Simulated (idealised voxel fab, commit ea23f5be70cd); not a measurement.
process module | voxel released beams
cross-section cut | 260 nm wide | cells 5 nm
A cross-section is a grid of square cells, given in bands from the top down. A band is one or more rows of cells.
Each band's line starts with the height of the band's top and of its bottom, in nm. Then come its materials from left to right, each with its width in nm. One material with "throughout" fills the band from edge to edge. "air" is empty space.
Height 0 is the level under which the wafer as received is all one material. The lowest band goes on downwards, as in "0 down".
A width such as "30 to 40" changes by the same amount from each row of cells to the next, from the band's top row to its bottom row.
"no change" after a step means that no cell of the cross-section changed.
closed voids: empty space of 8 cells or more with no open way to the top, each as width x height at its distance from the left edge, in nm
after a step's settings: what the simulator itself notes on the step
overlay nm, on a step with a mask: how far to the right of its planned place the mask lay; to the left if negative
plan
1 op RECEIVE | material Si
2 op CONFORMAL_DEP | material SiN | thk nm 5
3 op DIRECTIONAL_DEP | material SiO2 | thk nm 20
4 op DIRECTIONAL_DEP | material aC | thk nm 15
5 op PATTERN | tone open | mask id ANCHOR | material resist | width nm 25 | thk nm 30 | overlay nm 0
6 op DIRECTIONAL_ETCH | etch materials aC | depth nm 15
7 op STRIP | etch materials resist
8 op DIRECTIONAL_ETCH | etch materials SiO2 | depth nm 20
9 op STRIP | etch materials aC
10 op CONFORMAL_DEP | material W | thk nm 10
11 op PATTERN | tone cover | mask id BEAM | material resist | width nm 80 | thk nm 15 | overlay nm 0
12 op DIRECTIONAL_ETCH | etch materials W | depth nm 10
13 op STRIP | etch materials resist
14 op STRIP | etch materials SiO2
as received, after step 1
  0 down: Si throughout
  closed voids: none
a wafer at the end: this start, this plan, one mistake
  35 to 25: air 85 | W 80 | air 95
  25 to 20: SiN throughout
  20 to 0: SiO2 throughout
  0 down: Si throughout
  closed voids: none
what went wrong: steps 2 and 3 were swapped
